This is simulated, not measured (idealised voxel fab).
The following process module bears the name voxel capacitor over wiring.
Displayed cross-section: cut, width of 175 nm, square cells sized 5 nm.
Cross-section format: a grid of square cells, given as bands from top to bottom; each band is one or more rows of cells.
Top height, bottom height, nm. Materials left to right, width each, nm. Single material + "all across" = fills band edge to edge. "empty" = empty.
Heights are reckoned from 0. Under this level, the received wafer is all of one material. The bottommost band is open-ended downward, for example "0 down".
The notation "30->40" denotes a width that varies across the rows of cells in the band, beginning at the first number in the top row, finishing at the second number in the bottom row, and changing by an identical amount from each row to the next.
Any step labelled "no alterations made" changed none of the cells in the cross-section.
In "Voids, enclosed" the enclosed voids are listed, meaning empty spaces of 8 cells or larger without any opening to the top. The form is width x height at distance, distance from the left edge, units nm.
Note: text after step settings on the step line = simulator remark on that step.
Among the settings permitted on a step's line is "overlay nm"; applied to a step with a mask, it specifies the extent to which the mask lay to the right of its planned position, whereas a negative figure signifies a position to the left.
-- Listed below are the process steps as planned
1: op RECEIVE | material Si
2: op CONFORMAL_DEP | material SiO2 | thk nm 10
3: op CONFORMAL_DEP | material SiN | thk nm 5
4: op DIRECTIONAL_DEP | material lowk | thk nm 25
5: op MASKED_ETCH | tone open | mask id METAL_1 | width nm 20 | pitch nm 75 | etch materials lowk | depth nm 25 | overlay nm 0
6: op MASKED_ETCH | tone open | mask id METAL_1 | width nm 20 | pitch nm 75 | etch materials SiN | depth nm 5 | overlay nm 0
7: op CONFORMAL_DEP | material TiN | thk nm 5
8: op FILL_DEP | material Cu | thk nm 10
9: op CMP | height nm 40
10: op EPI | material Ru | thk nm 5
11: op FILL_DEP | material SiCN | thk nm 5
12: op DIRECTIONAL_DEP | material lowk | thk nm 20
13: op PATTERN | tone open | mask id PLUG_1 | material resist | width nm 15 | thk nm 15 | overlay nm 0
14: op DIRECTIONAL_ETCH | etch materials lowk | depth nm 20
15: op DIRECTIONAL_ETCH | etch materials SiCN | depth nm 5
16: op STRIP | etch materials resist
17: op CONFORMAL_DEP | material TiN | thk nm 5
18: op FILL_DEP | material Cu | thk nm 10
19: op CMP | height nm 70
20: op DIRECTIONAL_DEP | material TiN | thk nm 10
21: op DIRECTIONAL_DEP | material SiN | thk nm 5
22: op DIRECTIONAL_DEP | material TiN | thk nm 10
23: op DIRECTIONAL_DEP | material aC | thk nm 15
24: op PATTERN | tone cover | mask id UPPER_PLATE | material resist | width nm 60 | thk nm 35 | overlay nm 0
25: op DIRECTIONAL_ETCH | etch materials aC | depth nm 15
26: op STRIP | etch materials resist
27: op DIRECTIONAL_ETCH | etch materials TiN | depth nm 10
28: op DIRECTIONAL_ETCH | etch materials SiN | depth nm 5
29: op STRIP | etch materials aC
30: op DIRECTIONAL_DEP | material aC | thk nm 15
31: op PATTERN | tone cover | mask id LOWER_PLATE | material resist | width nm 70 | thk nm 30 | overlay nm 0
32: op DIRECTIONAL_ETCH | etch materials aC | depth nm 15
33: op STRIP | etch materials resist
34: op DIRECTIONAL_ETCH | etch materials TiN | depth nm 10
35: op STRIP | etch materials aC
36: op FILL_DEP | material SiO2 | thk nm 15
37: op CMP | height nm 105
38: op MASKED_ETCH | tone open | mask id PLUG_2 | width nm 15 | etch materials SiO2 | depth nm 10 | overlay nm 0
39: op CONFORMAL_DEP | material TiN | thk nm 5
40: op FILL_DEP | material Ru | thk nm 5
41: op CMP | height nm 105
42: op CONFORMAL_DEP | material SiCN | thk nm 5
-- First wafer, two in total, run as planned
-- Cross-sectional view of the wafer in its as-received condition, corresponding to the state after step 1
	0 down = Si all across
	Voids, enclosed: none
-- You're looking at a cross-section of the wafer after step 2
	10 to 0 = SiO2 all across
	Everything below 0 is unchanged.
-- You're looking at a cross-section of the wafer after step 3
	15 to 10 = SiN all across
	Everything below 10 is unchanged.
-- You're looking at a cross-section of the wafer after step 4
	40 to 15 = lowk all across
	Everything below 15 is unchanged.
-- You're looking at a cross-section of the wafer after step 5
	40 to 15 = lowk: 40; empty: 20; lowk: 55; empty: 20; lowk: 40
	Everything below 15 is unchanged.
-- You're looking at a cross-section of the wafer after step 6
	40 to 15 = lowk: 40; empty: 20; lowk: 55; empty: 20; lowk: 40
	15 to 10 = SiN: 40; empty: 20; SiN: 55; empty: 20; SiN: 40
	Everything below 10 is unchanged.
-- You're looking at a cross-section of the wafer after step 7
	45 to 40 = TiN: 45; empty: 10; TiN: 65; empty: 10; TiN: 45
	40 to 15 = lowk: 40; TiN: 5; empty: 10; TiN: 5; lowk: 55; TiN: 5; empty: 10; TiN: 5; lowk: 40
	15 to 10 = SiN: 40; TiN: 20; SiN: 55; TiN: 20; SiN: 40
	Everything below 10 is unchanged.
-- You're looking at a cross-section of the wafer after step 8
	55 to 45 = Cu all across
	45 to 40 = TiN: 45; Cu: 10; TiN: 65; Cu: 10; TiN: 45
	40 to 15 = lowk: 40; TiN: 5; Cu: 10; TiN: 5; lowk: 55; TiN: 5; Cu: 10; TiN: 5; lowk: 40
	Everything below 15 is unchanged.
-- You're looking at a cross-section of the wafer after step 9
	40 to 15 = lowk: 40; TiN: 5; Cu: 10; TiN: 5; lowk: 55; TiN: 5; Cu: 10; TiN: 5; lowk: 40
	Everything below 15 is unchanged.
-- You're looking at a cross-section of the wafer after step 10
	45 to 40 = empty: 35; Ru: 30; empty: 45; Ru: 30; empty: 35
	Everything below 40 is unchanged.
-- You're looking at a cross-section of the wafer after step 11
	50 to 45 = SiCN all across
	45 to 40 = SiCN: 35; Ru: 30; SiCN: 45; Ru: 30; SiCN: 35
	Everything below 40 is unchanged.
-- You're looking at a cross-section of the wafer after step 12
	70 to 50 = lowk all across
	Everything below 50 is unchanged.
-- You're looking at a cross-section of the wafer after step 13
	85 to 70 = resist: 45; empty: 15; resist: 115
	Everything below 70 is unchanged.
-- You're looking at a cross-section of the wafer after step 14
	85 to 70 = resist: 45; empty: 15; resist: 115
	70 to 50 = lowk: 45; empty: 15; lowk: 115
	Everything below 50 is unchanged.
-- You're looking at a cross-section of the wafer after step 15
	85 to 70 = resist: 45; empty: 15; resist: 115
	70 to 50 = lowk: 45; empty: 15; lowk: 115
	50 to 45 = SiCN: 45; empty: 15; SiCN: 115
	Everything below 45 is unchanged.
-- You're looking at a cross-section of the wafer after step 16
	70 to 50 = lowk: 45; empty: 15; lowk: 115
	Everything below 50 is unchanged.
-- You're looking at a cross-section of the wafer after step 17
	75 to 70 = TiN: 50; empty: 5; TiN: 120
	70 to 50 = lowk: 45; TiN: 5; empty: 5; TiN: 5; lowk: 115
	50 to 45 = SiCN: 45; TiN: 15; SiCN: 115
	Everything below 45 is unchanged.
-- You're looking at a cross-section of the wafer after step 18
	85 to 75 = Cu all across
	75 to 70 = TiN: 50; Cu: 5; TiN: 120
	70 to 50 = lowk: 45; TiN: 5; Cu: 5; TiN: 5; lowk: 115
	Everything below 50 is unchanged.
-- You're looking at a cross-section of the wafer after step 19
	70 to 50 = lowk: 45; TiN: 5; Cu: 5; TiN: 5; lowk: 115
	Everything below 50 is unchanged.
-- You're looking at a cross-section of the wafer after step 20
	80 to 70 = TiN all across
	Everything below 70 is unchanged.
-- You're looking at a cross-section of the wafer after step 21
	85 to 80 = SiN all across
	Everything below 80 is unchanged.
-- You're looking at a cross-section of the wafer after step 22
	95 to 85 = TiN all across
	Everything below 85 is unchanged.
-- You're looking at a cross-section of the wafer after step 23
	110 to 95 = aC all across
	Everything below 95 is unchanged.
-- You're looking at a cross-section of the wafer after step 24
	145 to 110 = empty: 45; resist: 60; empty: 70
	Everything below 110 is unchanged.
-- You're looking at a cross-section of the wafer after step 25
	130 to 110 = empty: 45; resist: 60; empty: 70
	110 to 95 = empty: 45; aC: 60; empty: 70
	Everything below 95 is unchanged.
-- You're looking at a cross-section of the wafer after step 26
	110 to 95 = empty: 45; aC: 60; empty: 70
	Everything below 95 is unchanged.
-- You're looking at a cross-section of the wafer after step 27
	110 to 95 = empty: 45; aC: 60; empty: 70
	95 to 85 = empty: 45; TiN: 60; empty: 70
	Everything below 85 is unchanged.
-- You're looking at a cross-section of the wafer after step 28
	110 to 95 = empty: 45; aC: 60; empty: 70
	95 to 85 = empty: 45; TiN: 60; empty: 70
	85 to 80 = empty: 45; SiN: 60; empty: 70
	Everything below 80 is unchanged.
-- You're looking at a cross-section of the wafer after step 29
	95 to 85 = empty: 45; TiN: 60; empty: 70
	Everything below 85 is unchanged.
-- You're looking at a cross-section of the wafer after step 30
	110 to 95 = empty: 45; aC: 60; empty: 70
	95 to 85 = aC: 45; TiN: 60; aC: 70
	85 to 80 = aC: 45; SiN: 60; aC: 70
	Everything below 80 is unchanged.
-- You're looking at a cross-section of the wafer after step 31
	140 to 110 = empty: 40; resist: 70; empty: 65
	110 to 95 = empty: 40; resist: 5; aC: 60; resist: 5; empty: 65
	Everything below 95 is unchanged.
-- You're looking at a cross-section of the wafer after step 32
	125 to 110 = empty: 40; resist: 70; empty: 65
	110 to 95 = empty: 40; resist: 5; aC: 60; resist: 5; empty: 65
	95 to 85 = empty: 40; aC: 5; TiN: 60; aC: 5; empty: 65
	85 to 80 = empty: 40; aC: 5; SiN: 60; aC: 5; empty: 65
	Everything below 80 is unchanged.
-- You're looking at a cross-section of the wafer after step 33
	110 to 95 = empty: 45; aC: 60; empty: 70
	Everything below 95 is unchanged.
-- You're looking at a cross-section of the wafer after step 34
	110 to 95 = empty: 45; aC: 60; empty: 70
	95 to 85 = empty: 40; aC: 5; TiN: 60; aC: 5; empty: 65
	85 to 80 = empty: 40; aC: 5; SiN: 60; aC: 5; empty: 65
	80 to 70 = empty: 40; TiN: 70; empty: 65
	Everything below 70 is unchanged.
-- You're looking at a cross-section of the wafer after step 35
	95 to 85 = empty: 45; TiN: 60; empty: 70
	85 to 80 = empty: 45; SiN: 60; empty: 70
	Everything below 80 is unchanged.
-- You're looking at a cross-section of the wafer after step 36
	110 to 95 = SiO2 all across
	95 to 85 = SiO2: 45; TiN: 60; SiO2: 70
	85 to 80 = SiO2: 45; SiN: 60; SiO2: 70
	80 to 70 = SiO2: 40; TiN: 70; SiO2: 65
	Everything below 70 is unchanged.
-- You're looking at a cross-section of the wafer after step 37
	105 to 95 = SiO2 all across
	Everything below 95 is unchanged.
-- You're looking at a cross-section of the wafer after step 38
	105 to 95 = SiO2: 55; empty: 15; SiO2: 105
	Everything below 95 is unchanged.
-- You're looking at a cross-section of the wafer after step 39
	110 to 105 = TiN: 60; empty: 5; TiN: 110
	105 to 100 = SiO2: 55; TiN: 5; empty: 5; TiN: 5; SiO2: 105
	100 to 95 = SiO2: 55; TiN: 15; SiO2: 105
	Everything below 95 is unchanged.
-- You're looking at a cross-section of the wafer after step 40
	115 to 110 = Ru all across
	110 to 105 = TiN: 60; Ru: 5; TiN: 110
	105 to 100 = SiO2: 55; TiN: 5; Ru: 5; TiN: 5; SiO2: 105
	Everything below 100 is unchanged.
-- You're looking at a cross-section of the wafer after step 41
	105 to 100 = SiO2: 55; TiN: 5; Ru: 5; TiN: 5; SiO2: 105
	Everything below 100 is unchanged.
-- You're looking at a cross-section of the wafer after step 42
	110 to 105 = SiCN all across
	Everything below 105 is unchanged.
-- Second of two: same start, same plan, one run error; steps up to and including 2 match the first
-- Cross-section of the second wafer corresponding to the planned conclusion of step 3
	35 to 10 = lowk all across
	Everything below 10 is unchanged.
-- Cross-section of the second wafer corresponding to the planned conclusion of step 4
	40 to 35 = SiN all across
	Everything below 35 is unchanged.
Cross-section of the second wafer corresponding to the planned conclusion of step 5: no alterations made
-- Cross-section of the second wafer corresponding to the planned conclusion of step 6
	40 to 35 = SiN: 40; empty: 20; SiN: 55; empty: 20; SiN: 40
	Everything below 35 is unchanged.
-- Cross-section of the second wafer corresponding to the planned conclusion of step 7
	45 to 40 = TiN: 45; empty: 10; TiN: 65; empty: 10; TiN: 45
	40 to 35 = SiN: 40; TiN: 20; SiN: 55; TiN: 20; SiN: 40
	Everything below 35 is unchanged.
-- Cross-section of the second wafer corresponding to the planned conclusion of step 8
	55 to 45 = Cu all across
	45 to 40 = TiN: 45; Cu: 10; TiN: 65; Cu: 10; TiN: 45
	Everything below 40 is unchanged.
-- Cross-section of the second wafer corresponding to the planned conclusion of step 9
	40 to 35 = SiN: 40; TiN: 20; SiN: 55; TiN: 20; SiN: 40
	Everything below 35 is unchanged.
-- Cross-section of the second wafer corresponding to the planned conclusion of step 10
	45 to 40 = empty: 35; Ru: 30; empty: 45; Ru: 30; empty: 35
	Everything below 40 is unchanged.
-- Cross-section of the second wafer corresponding to the planned conclusion of step 11
	50 to 45 = SiCN all across
	45 to 40 = SiCN: 35; Ru: 30; SiCN: 45; Ru: 30; SiCN: 35
	Everything below 40 is unchanged.
-- Cross-section of the second wafer corresponding to the planned conclusion of step 12
	70 to 50 = lowk all across
	Everything below 50 is unchanged.
-- Cross-section of the second wafer corresponding to the planned conclusion of step 13
	85 to 70 = resist: 45; empty: 15; resist: 115
	Everything below 70 is unchanged.
-- Cross-section of the second wafer corresponding to the planned conclusion of step 14
	85 to 70 = resist: 45; empty: 15; resist: 115
	70 to 50 = lowk: 45; empty: 15; lowk: 115
	Everything below 50 is unchanged.
-- Cross-section of the second wafer corresponding to the planned conclusion of step 15
	85 to 70 = resist: 45; empty: 15; resist: 115
	70 to 50 = lowk: 45; empty: 15; lowk: 115
	50 to 45 = SiCN: 45; empty: 15; SiCN: 115
	Everything below 45 is unchanged.
-- Cross-section of the second wafer corresponding to the planned conclusion of step 16
	70 to 50 = lowk: 45; empty: 15; lowk: 115
	Everything below 50 is unchanged.
-- Cross-section of the second wafer corresponding to the planned conclusion of step 17
	75 to 70 = TiN: 50; empty: 5; TiN: 120
	70 to 50 = lowk: 45; TiN: 5; empty: 5; TiN: 5; lowk: 115
	50 to 45 = SiCN: 45; TiN: 15; SiCN: 115
	Everything below 45 is unchanged.
-- Cross-section of the second wafer corresponding to the planned conclusion of step 18
	85 to 75 = Cu all across
	75 to 70 = TiN: 50; Cu: 5; TiN: 120
	70 to 50 = lowk: 45; TiN: 5; Cu: 5; TiN: 5; lowk: 115
	Everything below 50 is unchanged.
-- Cross-section of the second wafer corresponding to the planned conclusion of step 19
	70 to 50 = lowk: 45; TiN: 5; Cu: 5; TiN: 5; lowk: 115
	Everything below 50 is unchanged.
-- Cross-section of the second wafer corresponding to the planned conclusion of step 20
	80 to 70 = TiN all across
	Everything below 70 is unchanged.
-- Cross-section of the second wafer corresponding to the planned conclusion of step 21
	85 to 80 = SiN all across
	Everything below 80 is unchanged.
-- Cross-section of the second wafer corresponding to the planned conclusion of step 22
	95 to 85 = TiN all across
	Everything below 85 is unchanged.
-- Cross-section of the second wafer corresponding to the planned conclusion of step 23
	110 to 95 = aC all across
	Everything below 95 is unchanged.
-- Cross-section of the second wafer corresponding to the planned conclusion of step 24
	145 to 110 = empty: 45; resist: 60; empty: 70
	Everything below 110 is unchanged.
-- Cross-section of the second wafer corresponding to the planned conclusion of step 25
	130 to 110 = empty: 45; resist: 60; empty: 70
	110 to 95 = empty: 45; aC: 60; empty: 70
	Everything below 95 is unchanged.
-- Cross-section of the second wafer corresponding to the planned conclusion of step 26
	110 to 95 = empty: 45; aC: 60; empty: 70
	Everything below 95 is unchanged.
-- Cross-section of the second wafer corresponding to the planned conclusion of step 27
	110 to 95 = empty: 45; aC: 60; empty: 70
	95 to 85 = empty: 45; TiN: 60; empty: 70
	Everything below 85 is unchanged.
-- Cross-section of the second wafer corresponding to the planned conclusion of step 28
	110 to 95 = empty: 45; aC: 60; empty: 70
	95 to 85 = empty: 45; TiN: 60; empty: 70
	85 to 80 = empty: 45; SiN: 60; empty: 70
	Everything below 80 is unchanged.
-- Cross-section of the second wafer corresponding to the planned conclusion of step 29
	95 to 85 = empty: 45; TiN: 60; empty: 70
	Everything below 85 is unchanged.
-- Cross-section of the second wafer corresponding to the planned conclusion of step 30
	110 to 95 = empty: 45; aC: 60; empty: 70
	95 to 85 = aC: 45; TiN: 60; aC: 70
	85 to 80 = aC: 45; SiN: 60; aC: 70
	Everything below 80 is unchanged.
-- Cross-section of the second wafer corresponding to the planned conclusion of step 31
	140 to 110 = empty: 40; resist: 70; empty: 65
	110 to 95 = empty: 40; resist: 5; aC: 60; resist: 5; empty: 65
	Everything below 95 is unchanged.
-- Cross-section of the second wafer corresponding to the planned conclusion of step 32
	125 to 110 = empty: 40; resist: 70; empty: 65
	110 to 95 = empty: 40; resist: 5; aC: 60; resist: 5; empty: 65
	95 to 85 = empty: 40; aC: 5; TiN: 60; aC: 5; empty: 65
	85 to 80 = empty: 40; aC: 5; SiN: 60; aC: 5; empty: 65
	Everything below 80 is unchanged.
-- Cross-section of the second wafer corresponding to the planned conclusion of step 33
	110 to 95 = empty: 45; aC: 60; empty: 70
	Everything below 95 is unchanged.
-- Cross-section of the second wafer corresponding to the planned conclusion of step 34
	110 to 95 = empty: 45; aC: 60; empty: 70
	95 to 85 = empty: 40; aC: 5; TiN: 60; aC: 5; empty: 65
	85 to 80 = empty: 40; aC: 5; SiN: 60; aC: 5; empty: 65
	80 to 70 = empty: 40; TiN: 70; empty: 65
	Everything below 70 is unchanged.
-- Cross-section of the second wafer corresponding to the planned conclusion of step 35
	95 to 85 = empty: 45; TiN: 60; empty: 70
	85 to 80 = empty: 45; SiN: 60; empty: 70
	Everything below 80 is unchanged.
-- Cross-section of the second wafer corresponding to the planned conclusion of step 36
	110 to 95 = SiO2 all across
	95 to 85 = SiO2: 45; TiN: 60; SiO2: 70
	85 to 80 = SiO2: 45; SiN: 60; SiO2: 70
	80 to 70 = SiO2: 40; TiN: 70; SiO2: 65
	Everything below 70 is unchanged.
-- Cross-section of the second wafer corresponding to the planned conclusion of step 37
	105 to 95 = SiO2 all across
	Everything below 95 is unchanged.
-- Cross-section of the second wafer corresponding to the planned conclusion of step 38
	105 to 95 = SiO2: 55; empty: 15; SiO2: 105
	Everything below 95 is unchanged.
-- Cross-section of the second wafer corresponding to the planned conclusion of step 39
	110 to 105 = TiN: 60; empty: 5; TiN: 110
	105 to 100 = SiO2: 55; TiN: 5; empty: 5; TiN: 5; SiO2: 105
	100 to 95 = SiO2: 55; TiN: 15; SiO2: 105
	Everything below 95 is unchanged.
-- Cross-section of the second wafer corresponding to the planned conclusion of step 40
	115 to 110 = Ru all across
	110 to 105 = TiN: 60; Ru: 5; TiN: 110
	105 to 100 = SiO2: 55; TiN: 5; Ru: 5; TiN: 5; SiO2: 105
	Everything below 100 is unchanged.
-- Cross-section of the second wafer corresponding to the planned conclusion of step 41
	105 to 100 = SiO2: 55; TiN: 5; Ru: 5; TiN: 5; SiO2: 105
	Everything below 100 is unchanged.
-- Cross-section of the second wafer corresponding to the planned conclusion of step 42
	110 to 105 = SiCN all across
	Everything below 105 is unchanged.
What was the processing mistake? steps 3 and 4: order swapped relative to plan
Looking at both finished wafers in cells, the second ends up ahead of or behind the first on some materials: 20 fewer of Cu | 20 fewer of TiN | 40 more of lowk
